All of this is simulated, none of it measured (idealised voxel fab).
The following is a process module called voxel gate over fins.
The cross-section on display is named cut; it measures 300 nm wide, and its cells are 5 nm squares.
In this document a cross-section is written as a grid of square cells. It is given as a series of bands, listed from the top down, and a band is one or more rows of cells. Top height, bottom height, nm. Materials left to right, width each, nm. Single material + "all across" = fills band edge to edge. "air" = empty. Below 0: as-received wafer, all one material; heights counted from there. Lowest band: no bottom, goes on down, written "0..down". The notation "30..40" denotes a width that varies across the rows of cells in the band, beginning at the first number in the top row, finishing at the second number in the bottom row, and changing by an identical amount from each row to the next. "no alteration" (step): cross-section cells unchanged, all of them. Unvented internal voids: empty space of 8 cells or more with no open way to the top, each as width x height at its distance from the left edge, in nm. Post-settings text on a step line: simulator's own remark regarding the step. You can add "overlay nm" to a step's line. For a step with a mask, it describes how far the mask lay to the right of its planned position, and a negative number describes a lay to the left.
# Listed below are the process steps as planned
1 RECEIVE (material Si)
2 CONFORMAL_DEP (material SiN; thk nm 5)
3 DIRECTIONAL_DEP (material aC; thk nm 10)
4 PATTERN (tone cover; mask id FINS; material resist; width nm 15; pitch nm 50; thk nm 25; overlay nm 0)
5 DIRECTIONAL_ETCH (etch materials aC; depth nm 10)
6 STRIP (etch materials resist)
7 DIRECTIONAL_ETCH (etch materials SiN; depth nm 5)
8 DIRECTIONAL_ETCH (etch materials Si; depth nm 40)
9 STRIP (etch materials aC)
10 OXIDIZE (depth nm 5)
11 FILL_DEP (material SiO2; thk nm 15)
12 CMP (height nm 5)
13 PATTERN (tone open; mask id RAIL; material resist; width nm 15; thk nm 20; overlay nm 0)
14 DIRECTIONAL_ETCH (etch materials SiO2; depth nm 40)
15 STRIP (etch materials resist)
16 CONFORMAL_DEP (material TiN; thk nm 5)
17 FILL_DEP (material W; thk nm 5)
18 CMP (height nm 5)
19 SELECTIVE_ETCH (etch materials W Ru TiN; depth nm 30)
20 FILL_DEP (material SiO2; thk nm 5)
21 CMP (height nm 5)
22 SELECTIVE_ETCH (etch materials SiO2; depth nm 20)
23 STRIP (etch materials SiN)
24 CONFORMAL_DEP (material HfO2; thk nm 5)
25 CONFORMAL_DEP (material TiN; thk nm 5)
26 CONFORMAL_DEP (material TiAl; thk nm 5)
27 CONFORMAL_DEP (material TiN; thk nm 5)
28 FILL_DEP (material W; thk nm 10)
29 CMP (height nm 25)
30 CONFORMAL_DEP (material SiCN; thk nm 5)
# Of two wafers, the first: run according to plan
# Here's what the wafer looked like in cross-section when it arrived - that's after step 1
	0..down: Si all across
	Unvented internal voids: none
# Once step 2 is through, the wafer looks like this in cross-section
	5..0: SiN all across
	Lower than 0, everything is as it was.
# Once step 3 is through, the wafer looks like this in cross-section
	15..5: aC all across
	Lower than 5, everything is as it was.
# Once step 4 is through, the wafer looks like this in cross-section
	40..15: 90 of air / 15 of resist / 35 of air / 15 of resist / 35 of air / 15 of resist / 95 of air
	Lower than 15, everything is as it was.
# Once step 5 is through, the wafer looks like this in cross-section
	30..15: 90 of air / 15 of resist / 35 of air / 15 of resist / 35 of air / 15 of resist / 95 of air
	15..5: 90 of air / 15 of aC / 35 of air / 15 of aC / 35 of air / 15 of aC / 95 of air
	Lower than 5, everything is as it was.
# Once step 6 is through, the wafer looks like this in cross-section
	15..5: 90 of air / 15 of aC / 35 of air / 15 of aC / 35 of air / 15 of aC / 95 of air
	Lower than 5, everything is as it was.
# Once step 7 is through, the wafer looks like this in cross-section
	15..5: 90 of air / 15 of aC / 35 of air / 15 of aC / 35 of air / 15 of aC / 95 of air
	5..0: 90 of air / 15 of SiN / 35 of air / 15 of SiN / 35 of air / 15 of SiN / 95 of air
	Lower than 0, everything is as it was.
# Once step 8 is through, the wafer looks like this in cross-section
	15..5: 90 of air / 15 of aC / 35 of air / 15 of aC / 35 of air / 15 of aC / 95 of air
	5..0: 90 of air / 15 of SiN / 35 of air / 15 of SiN / 35 of air / 15 of SiN / 95 of air
	0..-40: 90 of air / 15 of Si / 35 of air / 15 of Si / 35 of air / 15 of Si / 95 of air
	Lower than -40, everything is as it was.
# Once step 9 is through, the wafer looks like this in cross-section
	5..0: 90 of air / 15 of SiN / 35 of air / 15 of SiN / 35 of air / 15 of SiN / 95 of air
	Lower than 0, everything is as it was.
# Once step 10 is through, the wafer looks like this in cross-section
	5..0: 90 of air / 15 of SiN / 35 of air / 15 of SiN / 35 of air / 15 of SiN / 95 of air
	0..-40: 90 of air / 5 of SiO2 / 5 of Si / 5 of SiO2 / 35 of air / 5 of SiO2 / 5 of Si / 5 of SiO2 / 35 of air / 5 of SiO2 / 5 of Si / 5 of SiO2 / 95 of air
	-40..-45: 95 of SiO2 / 5 of Si / 45 of SiO2 / 5 of Si / 45 of SiO2 / 5 of Si / 100 of SiO2
	Lower than -45, everything is as it was.
# Once step 11 is through, the wafer looks like this in cross-section
	20..5: SiO2 all across
	5..0: 90 of SiO2 / 15 of SiN / 35 of SiO2 / 15 of SiN / 35 of SiO2 / 15 of SiN / 95 of SiO2
	0..-45: 95 of SiO2 / 5 of Si / 45 of SiO2 / 5 of Si / 45 of SiO2 / 5 of Si / 100 of SiO2
	Lower than -45, everything is as it was.
# Once step 12 is through, the wafer looks like this in cross-section
	5..0: 90 of SiO2 / 15 of SiN / 35 of SiO2 / 15 of SiN / 35 of SiO2 / 15 of SiN / 95 of SiO2
	Lower than 0, everything is as it was.
# Once step 13 is through, the wafer looks like this in cross-section
	25..5: 115 of resist / 15 of air / 170 of resist
	Lower than 5, everything is as it was.
# Once step 14 is through, the wafer looks like this in cross-section
	25..5: 115 of resist / 15 of air / 170 of resist
	5..0: 90 of SiO2 / 15 of SiN / 10 of SiO2 / 15 of air / 10 of SiO2 / 15 of SiN / 35 of SiO2 / 15 of SiN / 95 of SiO2
	0..-35: 95 of SiO2 / 5 of Si / 15 of SiO2 / 15 of air / 15 of SiO2 / 5 of Si / 45 of SiO2 / 5 of Si / 100 of SiO2
	Lower than -35, everything is as it was.
# Once step 15 is through, the wafer looks like this in cross-section
	5..0: 90 of SiO2 / 15 of SiN / 10 of SiO2 / 15 of air / 10 of SiO2 / 15 of SiN / 35 of SiO2 / 15 of SiN / 95 of SiO2
	Lower than 0, everything is as it was.
# Once step 16 is through, the wafer looks like this in cross-section
	10..5: 120 of TiN / 5 of air / 175 of TiN
	5..0: 90 of SiO2 / 15 of SiN / 10 of SiO2 / 5 of TiN / 5 of air / 5 of TiN / 10 of SiO2 / 15 of SiN / 35 of SiO2 / 15 of SiN / 95 of SiO2
	0..-30: 95 of SiO2 / 5 of Si / 15 of SiO2 / 5 of TiN / 5 of air / 5 of TiN / 15 of SiO2 / 5 of Si / 45 of SiO2 / 5 of Si / 100 of SiO2
	-30..-35: 95 of SiO2 / 5 of Si / 15 of SiO2 / 15 of TiN / 15 of SiO2 / 5 of Si / 45 of SiO2 / 5 of Si / 100 of SiO2
	Lower than -35, everything is as it was.
# Once step 17 is through, the wafer looks like this in cross-section
	15..10: W all across
	10..5: 120 of TiN / 5 of W / 175 of TiN
	5..0: 90 of SiO2 / 15 of SiN / 10 of SiO2 / 5 of TiN / 5 of W / 5 of TiN / 10 of SiO2 / 15 of SiN / 35 of SiO2 / 15 of SiN / 95 of SiO2
	0..-30: 95 of SiO2 / 5 of Si / 15 of SiO2 / 5 of TiN / 5 of W / 5 of TiN / 15 of SiO2 / 5 of Si / 45 of SiO2 / 5 of Si / 100 of SiO2
	Lower than -30, everything is as it was.
# Once step 18 is through, the wafer looks like this in cross-section
	5..0: 90 of SiO2 / 15 of SiN / 10 of SiO2 / 5 of TiN / 5 of W / 5 of TiN / 10 of SiO2 / 15 of SiN / 35 of SiO2 / 15 of SiN / 95 of SiO2
	Lower than 0, everything is as it was.
# Once step 19 is through, the wafer looks like this in cross-section
	5..0: 90 of SiO2 / 15 of SiN / 10 of SiO2 / 15 of air / 10 of SiO2 / 15 of SiN / 35 of SiO2 / 15 of SiN / 95 of SiO2
	0..-25: 95 of SiO2 / 5 of Si / 15 of SiO2 / 15 of air / 15 of SiO2 / 5 of Si / 45 of SiO2 / 5 of Si / 100 of SiO2
	Lower than -25, everything is as it was.
# Once step 20 is through, the wafer looks like this in cross-section
	10..5: SiO2 all across
	5..0: 90 of SiO2 / 15 of SiN / 35 of SiO2 / 15 of SiN / 35 of SiO2 / 15 of SiN / 95 of SiO2
	0..-25: 95 of SiO2 / 5 of Si / 45 of SiO2 / 5 of Si / 45 of SiO2 / 5 of Si / 100 of SiO2
	Lower than -25, everything is as it was.
# Once step 21 is through, the wafer looks like this in cross-section
	5..0: 90 of SiO2 / 15 of SiN / 35 of SiO2 / 15 of SiN / 35 of SiO2 / 15 of SiN / 95 of SiO2
	Lower than 0, everything is as it was.
# Once step 22 is through, the wafer looks like this in cross-section
	5..0: 90 of air / 15 of SiN / 35 of air / 15 of SiN / 35 of air / 15 of SiN / 95 of air
	0..-15: 95 of air / 5 of Si / 45 of air / 5 of Si / 45 of air / 5 of Si / 100 of air
	Lower than -15, everything is as it was.
# Once step 23 is through, the wafer looks like this in cross-section
	0..-15: 95 of air / 5 of Si / 45 of air / 5 of Si / 45 of air / 5 of Si / 100 of air
	Lower than -15, everything is as it was.
# Once step 24 is through, the wafer looks like this in cross-section
	5..0: 90 of air / 15 of HfO2 / 35 of air / 15 of HfO2 / 35 of air / 15 of HfO2 / 95 of air
	0..-10: 90 of air / 5 of HfO2 / 5 of Si / 5 of HfO2 / 35 of air / 5 of HfO2 / 5 of Si / 5 of HfO2 / 35 of air / 5 of HfO2 / 5 of Si / 5 of HfO2 / 95 of air
	-10..-15: 95 of HfO2 / 5 of Si / 45 of HfO2 / 5 of Si / 45 of HfO2 / 5 of Si / 100 of HfO2
	Lower than -15, everything is as it was.
# Once step 25 is through, the wafer looks like this in cross-section
	10..5: 85 of air / 25 of TiN / 25 of air / 25 of TiN / 25 of air / 25 of TiN / 90 of air
	5..0: 85 of air / 5 of TiN / 15 of HfO2 / 5 of TiN / 25 of air / 5 of TiN / 15 of HfO2 / 5 of TiN / 25 of air / 5 of TiN / 15 of HfO2 / 5 of TiN / 90 of air
	0..-5: 85 of air / 5 of TiN / 5 of HfO2 / 5 of Si / 5 of HfO2 / 5 of TiN / 25 of air / 5 of TiN / 5 of HfO2 / 5 of Si / 5 of HfO2 / 5 of TiN / 25 of air / 5 of TiN / 5 of HfO2 / 5 of Si / 5 of HfO2 / 5 of TiN / 90 of air
	-5..-10: 90 of TiN / 5 of HfO2 / 5 of Si / 5 of HfO2 / 35 of TiN / 5 of HfO2 / 5 of Si / 5 of HfO2 / 35 of TiN / 5 of HfO2 / 5 of Si / 5 of HfO2 / 95 of TiN
	Lower than -10, everything is as it was.
# Once step 26 is through, the wafer looks like this in cross-section
	15..10: 80 of air / 35 of TiAl / 15 of air / 35 of TiAl / 15 of air / 35 of TiAl / 85 of air
	10..5: 80 of air / 5 of TiAl / 25 of TiN / 5 of TiAl / 15 of air / 5 of TiAl / 25 of TiN / 5 of TiAl / 15 of air / 5 of TiAl / 25 of TiN / 5 of TiAl / 85 of air
	5..0: 80 of air / 5 of TiAl / 5 of TiN / 15 of HfO2 / 5 of TiN / 5 of TiAl / 15 of air / 5 of TiAl / 5 of TiN / 15 of HfO2 / 5 of TiN / 5 of TiAl / 15 of air / 5 of TiAl / 5 of TiN / 15 of HfO2 / 5 of TiN / 5 of TiAl / 85 of air
	0..-5: 85 of TiAl / 5 of TiN / 5 of HfO2 / 5 of Si / 5 of HfO2 / 5 of TiN / 25 of TiAl / 5 of TiN / 5 of HfO2 / 5 of Si / 5 of HfO2 / 5 of TiN / 25 of TiAl / 5 of TiN / 5 of HfO2 / 5 of Si / 5 of HfO2 / 5 of TiN / 90 of TiAl
	Lower than -5, everything is as it was.
# Once step 27 is through, the wafer looks like this in cross-section
	20..15: 75 of air / 45 of TiN / 5 of air / 45 of TiN / 5 of air / 45 of TiN / 80 of air
	15..10: 75 of air / 5 of TiN / 35 of TiAl / 5 of TiN / 5 of air / 5 of TiN / 35 of TiAl / 5 of TiN / 5 of air / 5 of TiN / 35 of TiAl / 5 of TiN / 80 of air
	10..5: 75 of air / 5 of TiN / 5 of TiAl / 25 of TiN / 5 of TiAl / 5 of TiN / 5 of air / 5 of TiN / 5 of TiAl / 25 of TiN / 5 of TiAl / 5 of TiN / 5 of air / 5 of TiN / 5 of TiAl / 25 of TiN / 5 of TiAl / 5 of TiN / 80 of air
	5..0: 80 of TiN / 5 of TiAl / 5 of TiN / 15 of HfO2 / 5 of TiN / 5 of TiAl / 15 of TiN / 5 of TiAl / 5 of TiN / 15 of HfO2 / 5 of TiN / 5 of TiAl / 15 of TiN / 5 of TiAl / 5 of TiN / 15 of HfO2 / 5 of TiN / 5 of TiAl / 85 of TiN
	Lower than 0, everything is as it was.
# Once step 28 is through, the wafer looks like this in cross-section
	30..20: W all across
	20..15: 75 of W / 45 of TiN / 5 of W / 45 of TiN / 5 of W / 45 of TiN / 80 of W
	15..10: 75 of W / 5 of TiN / 35 of TiAl / 5 of TiN / 5 of W / 5 of TiN / 35 of TiAl / 5 of TiN / 5 of W / 5 of TiN / 35 of TiAl / 5 of TiN / 80 of W
	10..5: 75 of W / 5 of TiN / 5 of TiAl / 25 of TiN / 5 of TiAl / 5 of TiN / 5 of W / 5 of TiN / 5 of TiAl / 25 of TiN / 5 of TiAl / 5 of TiN / 5 of W / 5 of TiN / 5 of TiAl / 25 of TiN / 5 of TiAl / 5 of TiN / 80 of W
	Lower than 5, everything is as it was.
# Once step 29 is through, the wafer looks like this in cross-section
	25..20: W all across
	Lower than 20, everything is as it was.
# Once step 30 is through, the wafer looks like this in cross-section
	30..25: SiCN all across
	Lower than 25, everything is as it was.
# It is to be noted that the second wafer proceeded from the same initial state and according to the same plan as the first, although one mistake was committed in its execution; through step 21, inclusive, the two wafers share an identical history
# Second wafer, sectioned view, at step 22's planned end time
	5..0: 90 of air / 15 of SiN / 35 of air / 15 of SiN / 35 of air / 15 of SiN / 95 of air
	0..-25: 95 of air / 5 of Si / 45 of air / 5 of Si / 45 of air / 5 of Si / 100 of air
	Lower than -25, everything is as it was.
# Second wafer, sectioned view, at step 23's planned end time
	0..-25: 95 of air / 5 of Si / 45 of air / 5 of Si / 45 of air / 5 of Si / 100 of air
	Lower than -25, everything is as it was.
# Second wafer, sectioned view, at step 24's planned end time
	5..0: 90 of air / 15 of HfO2 / 35 of air / 15 of HfO2 / 35 of air / 15 of HfO2 / 95 of air
	0..-20: 90 of air / 5 of HfO2 / 5 of Si / 5 of HfO2 / 35 of air / 5 of HfO2 / 5 of Si / 5 of HfO2 / 35 of air / 5 of HfO2 / 5 of Si / 5 of HfO2 / 95 of air
	-20..-25: 95 of HfO2 / 5 of Si / 45 of HfO2 / 5 of Si / 45 of HfO2 / 5 of Si / 100 of HfO2
	Lower than -25, everything is as it was.
# Second wafer, sectioned view, at step 25's planned end time
	10..5: 85 of air / 25 of TiN / 25 of air / 25 of TiN / 25 of air / 25 of TiN / 90 of air
	5..0: 85 of air / 5 of TiN / 15 of HfO2 / 5 of TiN / 25 of air / 5 of TiN / 15 of HfO2 / 5 of TiN / 25 of air / 5 of TiN / 15 of HfO2 / 5 of TiN / 90 of air
	0..-15: 85 of air / 5 of TiN / 5 of HfO2 / 5 of Si / 5 of HfO2 / 5 of TiN / 25 of air / 5 of TiN / 5 of HfO2 / 5 of Si / 5 of HfO2 / 5 of TiN / 25 of air / 5 of TiN / 5 of HfO2 / 5 of Si / 5 of HfO2 / 5 of TiN / 90 of air
	-15..-20: 90 of TiN / 5 of HfO2 / 5 of Si / 5 of HfO2 / 35 of TiN / 5 of HfO2 / 5 of Si / 5 of HfO2 / 35 of TiN / 5 of HfO2 / 5 of Si / 5 of HfO2 / 95 of TiN
	Lower than -20, everything is as it was.
# Second wafer, sectioned view, at step 26's planned end time
	15..10: 80 of air / 35 of TiAl / 15 of air / 35 of TiAl / 15 of air / 35 of TiAl / 85 of air
	10..5: 80 of air / 5 of TiAl / 25 of TiN / 5 of TiAl / 15 of air / 5 of TiAl / 25 of TiN / 5 of TiAl / 15 of air / 5 of TiAl / 25 of TiN / 5 of TiAl / 85 of air
	5..0: 80 of air / 5 of TiAl / 5 of TiN / 15 of HfO2 / 5 of TiN / 5 of TiAl / 15 of air / 5 of TiAl / 5 of TiN / 15 of HfO2 / 5 of TiN / 5 of TiAl / 15 of air / 5 of TiAl / 5 of TiN / 15 of HfO2 / 5 of TiN / 5 of TiAl / 85 of air
	0..-10: 80 of air / 5 of TiAl / 5 of TiN / 5 of HfO2 / 5 of Si / 5 of HfO2 / 5 of TiN / 5 of TiAl / 15 of air / 5 of TiAl / 5 of TiN / 5 of HfO2 / 5 of Si / 5 of HfO2 / 5 of TiN / 5 of TiAl / 15 of air / 5 of TiAl / 5 of TiN / 5 of HfO2 / 5 of Si / 5 of HfO2 / 5 of TiN / 5 of TiAl / 85 of air
	-10..-15: 85 of TiAl / 5 of TiN / 5 of HfO2 / 5 of Si / 5 of HfO2 / 5 of TiN / 25 of TiAl / 5 of TiN / 5 of HfO2 / 5 of Si / 5 of HfO2 / 5 of TiN / 25 of TiAl / 5 of TiN / 5 of HfO2 / 5 of Si / 5 of HfO2 / 5 of TiN / 90 of TiAl
	Lower than -15, everything is as it was.
# Second wafer, sectioned view, at step 27's planned end time
	20..15: 75 of air / 45 of TiN / 5 of air / 45 of TiN / 5 of air / 45 of TiN / 80 of air
	15..10: 75 of air / 5 of TiN / 35 of TiAl / 5 of TiN / 5 of air / 5 of TiN / 35 of TiAl / 5 of TiN / 5 of air / 5 of TiN / 35 of TiAl / 5 of TiN / 80 of air
	10..5: 75 of air / 5 of TiN / 5 of TiAl / 25 of TiN / 5 of TiAl / 5 of TiN / 5 of air / 5 of TiN / 5 of TiAl / 25 of TiN / 5 of TiAl / 5 of TiN / 5 of air / 5 of TiN / 5 of TiAl / 25 of TiN / 5 of TiAl / 5 of TiN / 80 of air
	5..0: 75 of air / 5 of TiN / 5 of TiAl / 5 of TiN / 15 of HfO2 / 5 of TiN / 5 of TiAl / 5 of TiN / 5 of air / 5 of TiN / 5 of TiAl / 5 of TiN / 15 of HfO2 / 5 of TiN / 5 of TiAl / 5 of TiN / 5 of air / 5 of TiN / 5 of TiAl / 5 of TiN / 15 of HfO2 / 5 of TiN / 5 of TiAl / 5 of TiN / 80 of air
	0..-5: 75 of air / 5 of TiN / 5 of TiAl / 5 of TiN / 5 of HfO2 / 5 of Si / 5 of HfO2 / 5 of TiN / 5 of TiAl / 5 of TiN / 5 of air / 5 of TiN / 5 of TiAl / 5 of TiN / 5 of HfO2 / 5 of Si / 5 of HfO2 / 5 of TiN / 5 of TiAl / 5 of TiN / 5 of air / 5 of TiN / 5 of TiAl / 5 of TiN / 5 of HfO2 / 5 of Si / 5 of HfO2 / 5 of TiN / 5 of TiAl / 5 of TiN / 80 of air
	-5..-10: 80 of TiN / 5 of TiAl / 5 of TiN / 5 of HfO2 / 5 of Si / 5 of HfO2 / 5 of TiN / 5 of TiAl / 15 of TiN / 5 of TiAl / 5 of TiN / 5 of HfO2 / 5 of Si / 5 of HfO2 / 5 of TiN / 5 of TiAl / 15 of TiN / 5 of TiAl / 5 of TiN / 5 of HfO2 / 5 of Si / 5 of HfO2 / 5 of TiN / 5 of TiAl / 85 of TiN
	Lower than -10, everything is as it was.
# Second wafer, sectioned view, at step 28's planned end time
	30..20: W all across
	20..15: 75 of W / 45 of TiN / 5 of W / 45 of TiN / 5 of W / 45 of TiN / 80 of W
	15..10: 75 of W / 5 of TiN / 35 of TiAl / 5 of TiN / 5 of W / 5 of TiN / 35 of TiAl / 5 of TiN / 5 of W / 5 of TiN / 35 of TiAl / 5 of TiN / 80 of W
	10..5: 75 of W / 5 of TiN / 5 of TiAl / 25 of TiN / 5 of TiAl / 5 of TiN / 5 of W / 5 of TiN / 5 of TiAl / 25 of TiN / 5 of TiAl / 5 of TiN / 5 of W / 5 of TiN / 5 of TiAl / 25 of TiN / 5 of TiAl / 5 of TiN / 80 of W
	5..0: 75 of W / 5 of TiN / 5 of TiAl / 5 of TiN / 15 of HfO2 / 5 of TiN / 5 of TiAl / 5 of TiN / 5 of W / 5 of TiN / 5 of TiAl / 5 of TiN / 15 of HfO2 / 5 of TiN / 5 of TiAl / 5 of TiN / 5 of W / 5 of TiN / 5 of TiAl / 5 of TiN / 15 of HfO2 / 5 of TiN / 5 of TiAl / 5 of TiN / 80 of W
	0..-5: 75 of W / 5 of TiN / 5 of TiAl / 5 of TiN / 5 of HfO2 / 5 of Si / 5 of HfO2 / 5 of TiN / 5 of TiAl / 5 of TiN / 5 of W / 5 of TiN / 5 of TiAl / 5 of TiN / 5 of HfO2 / 5 of Si / 5 of HfO2 / 5 of TiN / 5 of TiAl / 5 of TiN / 5 of W / 5 of TiN / 5 of TiAl / 5 of TiN / 5 of HfO2 / 5 of Si / 5 of HfO2 / 5 of TiN / 5 of TiAl / 5 of TiN / 80 of W
	Lower than -5, everything is as it was.
# Second wafer, sectioned view, at step 29's planned end time
	25..20: W all across
	Lower than 20, everything is as it was.
# Second wafer, sectioned view, at step 30's planned end time
	30..25: SiCN all across
	Lower than 25, everything is as it was.
what went wrong: step 22 deviated from plan and actually ran as SELECTIVE_ETCH (etch materials SiO2; depth nm 30)
Wrapping up, a cell-based count of both wafers puts the second over or under the first for these materials: +12 HfO2 | -114 SiO2 | +12 TiAl | +24 TiN | +66 W
